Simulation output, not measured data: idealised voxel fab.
Herein follows the process module entitled voxel wiring stack.
cross-section cut | 215 nm wide | cells 5 nm
In this document a cross-section is written as a grid of square cells. It is given as a series of bands, listed from the top down, and a band is one or more rows of cells. First you get the band's top height and its bottom height, in nm, and then the materials it's made of, left to right, with each width in nm. If you see a single material with "all across", that one covers the band edge to edge. "empty" is empty space. Measure heights from 0. That's the level where, below it, the as-received wafer is all one material. The lowest band is bottomless and extends downward; write it as in "0 and below". With a width like "30..40", each row of cells in the band differs from the next by the same amount, the top row carrying the first number and the bottom row the second. It should be understood that the words "remains unaltered", when stated for a given step, signify that the cross-section underwent no change in any of its cells during that step. Entry "Closed void roster". Content: empty spaces with no open connection to the top, size 8 cells or greater. Each: width x height at distance. Distance: from left edge. Unit: nm. That trailing text on a step's line, after the settings, is the simulator's own remark on the step. The line of a step may include "overlay nm". On a step with a mask, this value is how far to the right of its planned place the mask lay. A negative value means the mask lay to the left.

[So here's the lineup of process steps we planned]
1,RECEIVE [material Si]
2,CONFORMAL_DEP [material SiO2] [thk nm 15]
3,CONFORMAL_DEP [material SiCN] [thk nm 5]
4,DIRECTIONAL_DEP [material SiO2] [thk nm 25]
5,PATTERN [tone open] [mask id METAL_1] [material resist] [width nm 20] [pitch nm 45] [thk nm 15] [overlay nm 0]
6,DIRECTIONAL_ETCH [etch materials SiO2] [depth nm 25]
7,DIRECTIONAL_ETCH [etch materials SiCN] [depth nm 5]
8,STRIP [etch materials resist]
9,CONFORMAL_DEP [material TiN] [thk nm 5]
10,FILL_DEP [material W] [thk nm 10]
11,CMP [height nm 45]
12,CONFORMAL_DEP [material SiCN] [thk nm 5]
13,DIRECTIONAL_DEP [material lowk] [thk nm 10]
14,PATTERN [tone open] [mask id PLUG_1] [material resist] [width nm 15] [pitch nm 90] [thk nm 20] [overlay nm 0]
15,DIRECTIONAL_ETCH [etch materials lowk] [depth nm 10]
16,DIRECTIONAL_ETCH [etch materials SiCN] [depth nm 5]
17,STRIP [etch materials resist]
18,CONFORMAL_DEP [material TiN] [thk nm 5]
19,FILL_DEP [material Cu] [thk nm 5]
20,CMP [height nm 60]
21,CONFORMAL_DEP [material SiCN] [thk nm 5]
22,DIRECTIONAL_DEP [material lowk] [thk nm 20]
23,DIRECTIONAL_DEP [material aC] [thk nm 15]
24,PATTERN [tone open] [mask id METAL_2] [material resist] [width nm 20] [pitch nm 45] [thk nm 30] [overlay nm 0]
25,DIRECTIONAL_ETCH [etch materials aC] [depth nm 15]
26,STRIP [etch materials resist]
27,DIRECTIONAL_ETCH [etch materials lowk] [depth nm 20]
28,DIRECTIONAL_ETCH [etch materials SiCN] [depth nm 5]
29,STRIP [etch materials aC]
30,CONFORMAL_DEP [material TiN] [thk nm 5]
31,FILL_DEP [material Ru] [thk nm 10]
32,CMP [height nm 85]
33,CONFORMAL_DEP [material SiCN] [thk nm 5]
34,DIRECTIONAL_DEP [material SiO2] [thk nm 30]
35,PATTERN [tone open] [mask id METAL_3] [material resist] [width nm 20] [pitch nm 45] [thk nm 20] [overlay nm 0]
36,DIRECTIONAL_ETCH [etch materials SiO2] [depth nm 20]
37,STRIP [etch materials resist]
38,MASKED_ETCH [tone open] [mask id METAL_3_HOLES] [width nm 15] [pitch nm 90] [etch materials SiO2] [depth nm 10] [overlay nm 0]
39,MASKED_ETCH [tone open] [mask id METAL_3_HOLES] [width nm 15] [pitch nm 90] [etch materials SiCN] [depth nm 5] [overlay nm 0]
40,CONFORMAL_DEP [material TiN] [thk nm 5]
41,FILL_DEP [material Cu] [thk nm 5]
42,CMP [height nm 120]
43,CONFORMAL_DEP [material SiCN] [thk nm 5]

[First wafer out of two, processed as planned]

[The cross-section here shows the wafer as received, i.e. in its state after step 1]
0 and below  Si all across
Closed void roster: none

[After step 2, in cross-section]
15 down to 0  SiO2 all across
All layers under 0 are left as they were.

[After step 3, in cross-section]
20 down to 15  SiCN all across
All layers under 15 are left as they were.

[After step 4, in cross-section]
45 down to 20  SiO2 all across
All layers under 20 are left as they were.

[After step 5, in cross-section]
60 down to 45  50 of resist / 20 of empty / 25 of resist / 20 of empty / 25 of resist / 20 of empty / 55 of resist
All layers under 45 are left as they were.

[After step 6, in cross-section]
60 down to 45  50 of resist / 20 of empty / 25 of resist / 20 of empty / 25 of resist / 20 of empty / 55 of resist
45 down to 20  50 of SiO2 / 20 of empty / 25 of SiO2 / 20 of empty / 25 of SiO2 / 20 of empty / 55 of SiO2
All layers under 20 are left as they were.

[After step 7, in cross-section]
60 down to 45  50 of resist / 20 of empty / 25 of resist / 20 of empty / 25 of resist / 20 of empty / 55 of resist
45 down to 20  50 of SiO2 / 20 of empty / 25 of SiO2 / 20 of empty / 25 of SiO2 / 20 of empty / 55 of SiO2
20 down to 15  50 of SiCN / 20 of empty / 25 of SiCN / 20 of empty / 25 of SiCN / 20 of empty / 55 of SiCN
All layers under 15 are left as they were.

[After step 8, in cross-section]
45 down to 20  50 of SiO2 / 20 of empty / 25 of SiO2 / 20 of empty / 25 of SiO2 / 20 of empty / 55 of SiO2
All layers under 20 are left as they were.

[After step 9, in cross-section]
50 down to 45  55 of TiN / 10 of empty / 35 of TiN / 10 of empty / 35 of TiN / 10 of empty / 60 of TiN
45 down to 20  50 of SiO2 / 5 of TiN / 10 of empty / 5 of TiN / 25 of SiO2 / 5 of TiN / 10 of empty / 5 of TiN / 25 of SiO2 / 5 of TiN / 10 of empty / 5 of TiN / 55 of SiO2
20 down to 15  50 of SiCN / 20 of TiN / 25 of SiCN / 20 of TiN / 25 of SiCN / 20 of TiN / 55 of SiCN
All layers under 15 are left as they were.

[After step 10, in cross-section]
60 down to 50  W all across
50 down to 45  55 of TiN / 10 of W / 35 of TiN / 10 of W / 35 of TiN / 10 of W / 60 of TiN
45 down to 20  50 of SiO2 / 5 of TiN / 10 of W / 5 of TiN / 25 of SiO2 / 5 of TiN / 10 of W / 5 of TiN / 25 of SiO2 / 5 of TiN / 10 of W / 5 of TiN / 55 of SiO2
All layers under 20 are left as they were.

[After step 11, in cross-section]
45 down to 20  50 of SiO2 / 5 of TiN / 10 of W / 5 of TiN / 25 of SiO2 / 5 of TiN / 10 of W / 5 of TiN / 25 of SiO2 / 5 of TiN / 10 of W / 5 of TiN / 55 of SiO2
All layers under 20 are left as they were.

[After step 12, in cross-section]
50 down to 45  SiCN all across
All layers under 45 are left as they were.

[After step 13, in cross-section]
60 down to 50  lowk all across
All layers under 50 are left as they were.

[After step 14, in cross-section]
80 down to 60  50 of resist / 15 of empty / 75 of resist / 15 of empty / 60 of resist
All layers under 60 are left as they were.

[After step 15, in cross-section]
80 down to 60  50 of resist / 15 of empty / 75 of resist / 15 of empty / 60 of resist
60 down to 50  50 of lowk / 15 of empty / 75 of lowk / 15 of empty / 60 of lowk
All layers under 50 are left as they were.

[After step 16, in cross-section]
80 down to 60  50 of resist / 15 of empty / 75 of resist / 15 of empty / 60 of resist
60 down to 50  50 of lowk / 15 of empty / 75 of lowk / 15 of empty / 60 of lowk
50 down to 45  50 of SiCN / 15 of empty / 75 of SiCN / 15 of empty / 60 of SiCN
All layers under 45 are left as they were.

[After step 17, in cross-section]
60 down to 50  50 of lowk / 15 of empty / 75 of lowk / 15 of empty / 60 of lowk
All layers under 50 are left as they were.

[After step 18, in cross-section]
65 down to 60  55 of TiN / 5 of empty / 85 of TiN / 5 of empty / 65 of TiN
60 down to 50  50 of lowk / 5 of TiN / 5 of empty / 5 of TiN / 75 of lowk / 5 of TiN / 5 of empty / 5 of TiN / 60 of lowk
50 down to 45  50 of SiCN / 15 of TiN / 75 of SiCN / 15 of TiN / 60 of SiCN
All layers under 45 are left as they were.

[After step 19, in cross-section]
70 down to 65  Cu all across
65 down to 60  55 of TiN / 5 of Cu / 85 of TiN / 5 of Cu / 65 of TiN
60 down to 50  50 of lowk / 5 of TiN / 5 of Cu / 5 of TiN / 75 of lowk / 5 of TiN / 5 of Cu / 5 of TiN / 60 of lowk
All layers under 50 are left as they were.

[After step 20, in cross-section]
60 down to 50  50 of lowk / 5 of TiN / 5 of Cu / 5 of TiN / 75 of lowk / 5 of TiN / 5 of Cu / 5 of TiN / 60 of lowk
All layers under 50 are left as they were.

[After step 21, in cross-section]
65 down to 60  SiCN all across
All layers under 60 are left as they were.

[After step 22, in cross-section]
85 down to 65  lowk all across
All layers under 65 are left as they were.

[After step 23, in cross-section]
100 down to 85  aC all across
All layers under 85 are left as they were.

[After step 24, in cross-section]
130 down to 100  50 of resist / 20 of empty / 25 of resist / 20 of empty / 25 of resist / 20 of empty / 55 of resist
All layers under 100 are left as they were.

[After step 25, in cross-section]
115 down to 100  50 of resist / 20 of empty / 25 of resist / 20 of empty / 25 of resist / 20 of empty / 55 of resist
100 down to 85  50 of aC / 20 of empty / 25 of aC / 20 of empty / 25 of aC / 20 of empty / 55 of aC
All layers under 85 are left as they were.

[After step 26, in cross-section]
100 down to 85  50 of aC / 20 of empty / 25 of aC / 20 of empty / 25 of aC / 20 of empty / 55 of aC
All layers under 85 are left as they were.

[After step 27, in cross-section]
100 down to 85  50 of aC / 20 of empty / 25 of aC / 20 of empty / 25 of aC / 20 of empty / 55 of aC
85 down to 65  50 of lowk / 20 of empty / 25 of lowk / 20 of empty / 25 of lowk / 20 of empty / 55 of lowk
All layers under 65 are left as they were.

[After step 28, in cross-section]
100 down to 85  50 of aC / 20 of empty / 25 of aC / 20 of empty / 25 of aC / 20 of empty / 55 of aC
85 down to 65  50 of lowk / 20 of empty / 25 of lowk / 20 of empty / 25 of lowk / 20 of empty / 55 of lowk
65 down to 60  50 of SiCN / 20 of empty / 25 of SiCN / 20 of empty / 25 of SiCN / 20 of empty / 55 of SiCN
All layers under 60 are left as they were.

[After step 29, in cross-section]
85 down to 65  50 of lowk / 20 of empty / 25 of lowk / 20 of empty / 25 of lowk / 20 of empty / 55 of lowk
All layers under 65 are left as they were.

[After step 30, in cross-section]
90 down to 85  55 of TiN / 10 of empty / 35 of TiN / 10 of empty / 35 of TiN / 10 of empty / 60 of TiN
85 down to 65  50 of lowk / 5 of TiN / 10 of empty / 5 of TiN / 25 of lowk / 5 of TiN / 10 of empty / 5 of TiN / 25 of lowk / 5 of TiN / 10 of empty / 5 of TiN / 55 of lowk
65 down to 60  50 of SiCN / 20 of TiN / 25 of SiCN / 20 of TiN / 25 of SiCN / 20 of TiN / 55 of SiCN
All layers under 60 are left as they were.

[After step 31, in cross-section]
100 down to 90  Ru all across
90 down to 85  55 of TiN / 10 of Ru / 35 of TiN / 10 of Ru / 35 of TiN / 10 of Ru / 60 of TiN
85 down to 65  50 of lowk / 5 of TiN / 10 of Ru / 5 of TiN / 25 of lowk / 5 of TiN / 10 of Ru / 5 of TiN / 25 of lowk / 5 of TiN / 10 of Ru / 5 of TiN / 55 of lowk
All layers under 65 are left as they were.

[After step 32, in cross-section]
85 down to 65  50 of lowk / 5 of TiN / 10 of Ru / 5 of TiN / 25 of lowk / 5 of TiN / 10 of Ru / 5 of TiN / 25 of lowk / 5 of TiN / 10 of Ru / 5 of TiN / 55 of lowk
All layers under 65 are left as they were.

[After step 33, in cross-section]
90 down to 85  SiCN all across
All layers under 85 are left as they were.

[After step 34, in cross-section]
120 down to 90  SiO2 all across
All layers under 90 are left as they were.

[After step 35, in cross-section]
140 down to 120  50 of resist / 20 of empty / 25 of resist / 20 of empty / 25 of resist / 20 of empty / 55 of resist
All layers under 120 are left as they were.

[After step 36, in cross-section]
140 down to 120  50 of resist / 20 of empty / 25 of resist / 20 of empty / 25 of resist / 20 of empty / 55 of resist
120 down to 100  50 of SiO2 / 20 of empty / 25 of SiO2 / 20 of empty / 25 of SiO2 / 20 of empty / 55 of SiO2
All layers under 100 are left as they were.

[After step 37, in cross-section]
120 down to 100  50 of SiO2 / 20 of empty / 25 of SiO2 / 20 of empty / 25 of SiO2 / 20 of empty / 55 of SiO2
All layers under 100 are left as they were.

[After step 38, in cross-section]
120 down to 100  50 of SiO2 / 20 of empty / 25 of SiO2 / 20 of empty / 25 of SiO2 / 20 of empty / 55 of SiO2
100 down to 90  50 of SiO2 / 15 of empty / 75 of SiO2 / 15 of empty / 60 of SiO2
All layers under 90 are left as they were.

[After step 39, in cross-section]
120 down to 100  50 of SiO2 / 20 of empty / 25 of SiO2 / 20 of empty / 25 of SiO2 / 20 of empty / 55 of SiO2
100 down to 90  50 of SiO2 / 15 of empty / 75 of SiO2 / 15 of empty / 60 of SiO2
90 down to 85  50 of SiCN / 15 of empty / 75 of SiCN / 15 of empty / 60 of SiCN
All layers under 85 are left as they were.

[After step 40, in cross-section]
125 down to 120  55 of TiN / 10 of empty / 35 of TiN / 10 of empty / 35 of TiN / 10 of empty / 60 of TiN
120 down to 105  50 of SiO2 / 5 of TiN / 10 of empty / 5 of TiN / 25 of SiO2 / 5 of TiN / 10 of empty / 5 of TiN / 25 of SiO2 / 5 of TiN / 10 of empty / 5 of TiN / 55 of SiO2
105 down to 100  50 of SiO2 / 5 of TiN / 5 of empty / 10 of TiN / 25 of SiO2 / 20 of TiN / 25 of SiO2 / 5 of TiN / 5 of empty / 10 of TiN / 55 of SiO2
100 down to 90  50 of SiO2 / 5 of TiN / 5 of empty / 5 of TiN / 75 of SiO2 / 5 of TiN / 5 of empty / 5 of TiN / 60 of SiO2
90 down to 85  50 of SiCN / 15 of TiN / 75 of SiCN / 15 of TiN / 60 of SiCN
All layers under 85 are left as they were.

[After step 41, in cross-section]
130 down to 125  Cu all across
125 down to 120  55 of TiN / 10 of Cu / 35 of TiN / 10 of Cu / 35 of TiN / 10 of Cu / 60 of TiN
120 down to 105  50 of SiO2 / 5 of TiN / 10 of Cu / 5 of TiN / 25 of SiO2 / 5 of TiN / 10 of Cu / 5 of TiN / 25 of SiO2 / 5 of TiN / 10 of Cu / 5 of TiN / 55 of SiO2
105 down to 100  50 of SiO2 / 5 of TiN / 5 of Cu / 10 of TiN / 25 of SiO2 / 20 of TiN / 25 of SiO2 / 5 of TiN / 5 of Cu / 10 of TiN / 55 of SiO2
100 down to 90  50 of SiO2 / 5 of TiN / 5 of Cu / 5 of TiN / 75 of SiO2 / 5 of TiN / 5 of Cu / 5 of TiN / 60 of SiO2
All layers under 90 are left as they were.

[After step 42, in cross-section]
120 down to 105  50 of SiO2 / 5 of TiN / 10 of Cu / 5 of TiN / 25 of SiO2 / 5 of TiN / 10 of Cu / 5 of TiN / 25 of SiO2 / 5 of TiN / 10 of Cu / 5 of TiN / 55 of SiO2
All layers under 105 are left as they were.

[After step 43, in cross-section]
125 down to 120  SiCN all across
All layers under 120 are left as they were.

[Second wafer, same starting conditions and recipe as the first, one mistake in executing it, nothing differs from the first up to and including step 9]

[The second wafer in cross-section, at the planned close of step 10]
60 down to 50  aC all across
50 down to 45  55 of TiN / 10 of aC / 35 of TiN / 10 of aC / 35 of TiN / 10 of aC / 60 of TiN
45 down to 20  50 of SiO2 / 5 of TiN / 10 of aC / 5 of TiN / 25 of SiO2 / 5 of TiN / 10 of aC / 5 of TiN / 25 of SiO2 / 5 of TiN / 10 of aC / 5 of TiN / 55 of SiO2
All layers under 20 are left as they were.

[The second wafer in cross-section, at the planned close of step 11]
45 down to 20  50 of SiO2 / 5 of TiN / 10 of aC / 5 of TiN / 25 of SiO2 / 5 of TiN / 10 of aC / 5 of TiN / 25 of SiO2 / 5 of TiN / 10 of aC / 5 of TiN / 55 of SiO2
All layers under 20 are left as they were.

[The second wafer in cross-section, at the planned close of step 12]
50 down to 45  SiCN all across
All layers under 45 are left as they were.

[The second wafer in cross-section, at the planned close of step 13]
60 down to 50  lowk all across
All layers under 50 are left as they were.

[The second wafer in cross-section, at the planned close of step 14]
80 down to 60  50 of resist / 15 of empty / 75 of resist / 15 of empty / 60 of resist
All layers under 60 are left as they were.

[The second wafer in cross-section, at the planned close of step 15]
80 down to 60  50 of resist / 15 of empty / 75 of resist / 15 of empty / 60 of resist
60 down to 50  50 of lowk / 15 of empty / 75 of lowk / 15 of empty / 60 of lowk
All layers under 50 are left as they were.

[The second wafer in cross-section, at the planned close of step 16]
80 down to 60  50 of resist / 15 of empty / 75 of resist / 15 of empty / 60 of resist
60 down to 50  50 of lowk / 15 of empty / 75 of lowk / 15 of empty / 60 of lowk
50 down to 45  50 of SiCN / 15 of empty / 75 of SiCN / 15 of empty / 60 of SiCN
All layers under 45 are left as they were.

[The second wafer in cross-section, at the planned close of step 17]
60 down to 50  50 of lowk / 15 of empty / 75 of lowk / 15 of empty / 60 of lowk
All layers under 50 are left as they were.

[The second wafer in cross-section, at the planned close of step 18]
65 down to 60  55 of TiN / 5 of empty / 85 of TiN / 5 of empty / 65 of TiN
60 down to 50  50 of lowk / 5 of TiN / 5 of empty / 5 of TiN / 75 of lowk / 5 of TiN / 5 of empty / 5 of TiN / 60 of lowk
50 down to 45  50 of SiCN / 15 of TiN / 75 of SiCN / 15 of TiN / 60 of SiCN
All layers under 45 are left as they were.

[The second wafer in cross-section, at the planned close of step 19]
70 down to 65  Cu all across
65 down to 60  55 of TiN / 5 of Cu / 85 of TiN / 5 of Cu / 65 of TiN
60 down to 50  50 of lowk / 5 of TiN / 5 of Cu / 5 of TiN / 75 of lowk / 5 of TiN / 5 of Cu / 5 of TiN / 60 of lowk
All layers under 50 are left as they were.

[The second wafer in cross-section, at the planned close of step 20]
60 down to 50  50 of lowk / 5 of TiN / 5 of Cu / 5 of TiN / 75 of lowk / 5 of TiN / 5 of Cu / 5 of TiN / 60 of lowk
All layers under 50 are left as they were.

[The second wafer in cross-section, at the planned close of step 21]
65 down to 60  SiCN all across
All layers under 60 are left as they were.

[The second wafer in cross-section, at the planned close of step 22]
85 down to 65  lowk all across
All layers under 65 are left as they were.

[The second wafer in cross-section, at the planned close of step 23]
100 down to 85  aC all across
All layers under 85 are left as they were.

[The second wafer in cross-section, at the planned close of step 24]
130 down to 100  50 of resist / 20 of empty / 25 of resist / 20 of empty / 25 of resist / 20 of empty / 55 of resist
All layers under 100 are left as they were.

[The second wafer in cross-section, at the planned close of step 25]
115 down to 100  50 of resist / 20 of empty / 25 of resist / 20 of empty / 25 of resist / 20 of empty / 55 of resist
100 down to 85  50 of aC / 20 of empty / 25 of aC / 20 of empty / 25 of aC / 20 of empty / 55 of aC
All layers under 85 are left as they were.

[The second wafer in cross-section, at the planned close of step 26]
100 down to 85  50 of aC / 20 of empty / 25 of aC / 20 of empty / 25 of aC / 20 of empty / 55 of aC
All layers under 85 are left as they were.

[The second wafer in cross-section, at the planned close of step 27]
100 down to 85  50 of aC / 20 of empty / 25 of aC / 20 of empty / 25 of aC / 20 of empty / 55 of aC
85 down to 65  50 of lowk / 20 of empty / 25 of lowk / 20 of empty / 25 of lowk / 20 of empty / 55 of lowk
All layers under 65 are left as they were.

[The second wafer in cross-section, at the planned close of step 28]
100 down to 85  50 of aC / 20 of empty / 25 of aC / 20 of empty / 25 of aC / 20 of empty / 55 of aC
85 down to 65  50 of lowk / 20 of empty / 25 of lowk / 20 of empty / 25 of lowk / 20 of empty / 55 of lowk
65 down to 60  50 of SiCN / 20 of empty / 25 of SiCN / 20 of empty / 25 of SiCN / 20 of empty / 55 of SiCN
All layers under 60 are left as they were.

[The second wafer in cross-section, at the planned close of step 29]
85 down to 65  50 of lowk / 20 of empty / 25 of lowk / 20 of empty / 25 of lowk / 20 of empty / 55 of lowk
All layers under 65 are left as they were.

[The second wafer in cross-section, at the planned close of step 30]
90 down to 85  55 of TiN / 10 of empty / 35 of TiN / 10 of empty / 35 of TiN / 10 of empty / 60 of TiN
85 down to 65  50 of lowk / 5 of TiN / 10 of empty / 5 of TiN / 25 of lowk / 5 of TiN / 10 of empty / 5 of TiN / 25 of lowk / 5 of TiN / 10 of empty / 5 of TiN / 55 of lowk
65 down to 60  50 of SiCN / 20 of TiN / 25 of SiCN / 20 of TiN / 25 of SiCN / 20 of TiN / 55 of SiCN
All layers under 60 are left as they were.

[The second wafer in cross-section, at the planned close of step 31]
100 down to 90  Ru all across
90 down to 85  55 of TiN / 10 of Ru / 35 of TiN / 10 of Ru / 35 of TiN / 10 of Ru / 60 of TiN
85 down to 65  50 of lowk / 5 of TiN / 10 of Ru / 5 of TiN / 25 of lowk / 5 of TiN / 10 of Ru / 5 of TiN / 25 of lowk / 5 of TiN / 10 of Ru / 5 of TiN / 55 of lowk
All layers under 65 are left as they were.

[The second wafer in cross-section, at the planned close of step 32]
85 down to 65  50 of lowk / 5 of TiN / 10 of Ru / 5 of TiN / 25 of lowk / 5 of TiN / 10 of Ru / 5 of TiN / 25 of lowk / 5 of TiN / 10 of Ru / 5 of TiN / 55 of lowk
All layers under 65 are left as they were.

[The second wafer in cross-section, at the planned close of step 33]
90 down to 85  SiCN all across
All layers under 85 are left as they were.

[The second wafer in cross-section, at the planned close of step 34]
120 down to 90  SiO2 all across
All layers under 90 are left as they were.

[The second wafer in cross-section, at the planned close of step 35]
140 down to 120  50 of resist / 20 of empty / 25 of resist / 20 of empty / 25 of resist / 20 of empty / 55 of resist
All layers under 120 are left as they were.

[The second wafer in cross-section, at the planned close of step 36]
140 down to 120  50 of resist / 20 of empty / 25 of resist / 20 of empty / 25 of resist / 20 of empty / 55 of resist
120 down to 100  50 of SiO2 / 20 of empty / 25 of SiO2 / 20 of empty / 25 of SiO2 / 20 of empty / 55 of SiO2
All layers under 100 are left as they were.

[The second wafer in cross-section, at the planned close of step 37]
120 down to 100  50 of SiO2 / 20 of empty / 25 of SiO2 / 20 of empty / 25 of SiO2 / 20 of empty / 55 of SiO2
All layers under 100 are left as they were.

[The second wafer in cross-section, at the planned close of step 38]
120 down to 100  50 of SiO2 / 20 of empty / 25 of SiO2 / 20 of empty / 25 of SiO2 / 20 of empty / 55 of SiO2
100 down to 90  50 of SiO2 / 15 of empty / 75 of SiO2 / 15 of empty / 60 of SiO2
All layers under 90 are left as they were.

[The second wafer in cross-section, at the planned close of step 39]
120 down to 100  50 of SiO2 / 20 of empty / 25 of SiO2 / 20 of empty / 25 of SiO2 / 20 of empty / 55 of SiO2
100 down to 90  50 of SiO2 / 15 of empty / 75 of SiO2 / 15 of empty / 60 of SiO2
90 down to 85  50 of SiCN / 15 of empty / 75 of SiCN / 15 of empty / 60 of SiCN
All layers under 85 are left as they were.

[The second wafer in cross-section, at the planned close of step 40]
125 down to 120  55 of TiN / 10 of empty / 35 of TiN / 10 of empty / 35 of TiN / 10 of empty / 60 of TiN
120 down to 105  50 of SiO2 / 5 of TiN / 10 of empty / 5 of TiN / 25 of SiO2 / 5 of TiN / 10 of empty / 5 of TiN / 25 of SiO2 / 5 of TiN / 10 of empty / 5 of TiN / 55 of SiO2
105 down to 100  50 of SiO2 / 5 of TiN / 5 of empty / 10 of TiN / 25 of SiO2 / 20 of TiN / 25 of SiO2 / 5 of TiN / 5 of empty / 10 of TiN / 55 of SiO2
100 down to 90  50 of SiO2 / 5 of TiN / 5 of empty / 5 of TiN / 75 of SiO2 / 5 of TiN / 5 of empty / 5 of TiN / 60 of SiO2
90 down to 85  50 of SiCN / 15 of TiN / 75 of SiCN / 15 of TiN / 60 of SiCN
All layers under 85 are left as they were.

[The second wafer in cross-section, at the planned close of step 41]
130 down to 125  Cu all across
125 down to 120  55 of TiN / 10 of Cu / 35 of TiN / 10 of Cu / 35 of TiN / 10 of Cu / 60 of TiN
120 down to 105  50 of SiO2 / 5 of TiN / 10 of Cu / 5 of TiN / 25 of SiO2 / 5 of TiN / 10 of Cu / 5 of TiN / 25 of SiO2 / 5 of TiN / 10 of Cu / 5 of TiN / 55 of SiO2
105 down to 100  50 of SiO2 / 5 of TiN / 5 of Cu / 10 of TiN / 25 of SiO2 / 20 of TiN / 25 of SiO2 / 5 of TiN / 5 of Cu / 10 of TiN / 55 of SiO2
100 down to 90  50 of SiO2 / 5 of TiN / 5 of Cu / 5 of TiN / 75 of SiO2 / 5 of TiN / 5 of Cu / 5 of TiN / 60 of SiO2
All layers under 90 are left as they were.

[The second wafer in cross-section, at the planned close of step 42]
120 down to 105  50 of SiO2 / 5 of TiN / 10 of Cu / 5 of TiN / 25 of SiO2 / 5 of TiN / 10 of Cu / 5 of TiN / 25 of SiO2 / 5 of TiN / 10 of Cu / 5 of TiN / 55 of SiO2
All layers under 105 are left as they were.

[The second wafer in cross-section, at the planned close of step 43]
125 down to 120  SiCN all across
All layers under 120 are left as they were.
It is concluded that the wafer was processed incorrectly with respect to the plan, in that planned and actual differ for step 10; actual: FILL_DEP [material aC] [thk nm 10]
Upon completion, the second wafer contains, in terms of cells, a greater or smaller amount of certain materials than the first wafer: W -30, aC +30
